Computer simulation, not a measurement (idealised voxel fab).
The following is a process module called voxel plated lines.
Section shown: cut. Width: 240 nm. Cell size: 5 nm, square.
In this document a cross-section is written as a grid of square cells. It is given as a series of bands, listed from the top down, and a band is one or more rows of cells. It is stipulated that each band's entry specify, in nanometres, the height of the top of the band and then that of its bottom, followed by the materials of the band in left-to-right sequence, each together with its width in nanometres. A single material marked by the word "throughout" is understood to fill the band from edge to edge; the word "blank" is understood to denote empty space. For the purposes of this specification, 0 denotes the height below which the wafer in its as-received condition is composed wholly of one material, and the lowermost band, lacking a lower limit, extends downward without end, as expressed in "0 nm and below". So if you see something like "30 to 40" for the width, read it as the top row of the band sitting at the first number and the bottom row at the second, with every row in between moving by the same amount as the last. Where a step carries "remained the same", the cross-section came out of it unchanged, cell for cell. "closed voids" means: voids of 8 cells or more that are shut off from the top with no open way through. Written width x height at distance, distance from the left edge, in nm. Where a step's line continues beyond its settings, the continuation is a remark by the simulator itself on that step. "overlay nm" on a masked step: distance the mask lay right of its planned place, negative for left.

## Process steps (planned)
1,RECEIVE, material Si
2,CONFORMAL_DEP, material SiO2, thk nm 5
3,DIRECTIONAL_DEP, material TiN, thk nm 5
4,PATTERN, tone open, mask id LINES, material resist, width nm 20, pitch nm 50, thk nm 15, overlay nm 0
5,EPI, material Ru, thk nm 5
6,STRIP, etch materials resist
7,DIRECTIONAL_ETCH, etch materials TiN, depth nm 5
8,CONFORMAL_DEP, material SiN, thk nm 5

## As-received wafer cross-section (after step 1)
  0 nm and below | Si throughout
  closed voids: none

## Below is the wafer in cross-section after the module was completed. It began from the starting point shown above and followed the plan shown above, except that one mistake was made while running it
  20 nm to 15 nm | 30 nm blank; 30 nm SiN; 20 nm blank; 30 nm SiN; 20 nm blank; 30 nm SiN; 20 nm blank; 30 nm SiN; 30 nm blank
  15 nm to 10 nm | 30 nm blank; 5 nm SiN; 20 nm Ru; 5 nm SiN; 20 nm blank; 5 nm SiN; 20 nm Ru; 5 nm SiN; 20 nm blank; 5 nm SiN; 20 nm Ru; 5 nm SiN; 20 nm blank; 5 nm SiN; 20 nm Ru; 5 nm SiN; 30 nm blank
  10 nm to 5 nm | 35 nm SiN; 20 nm TiN; 30 nm SiN; 20 nm TiN; 30 nm SiN; 20 nm TiN; 30 nm SiN; 20 nm TiN; 35 nm SiN
  5 nm to 0 nm | TiN throughout
  0 nm and below | Si throughout
  closed voids: none
Heads up, the wafer didn't run the way we planned it: step 2 ran differently from the plan; actual operation with settings: CONFORMAL_DEP, material TiN, thk nm 5
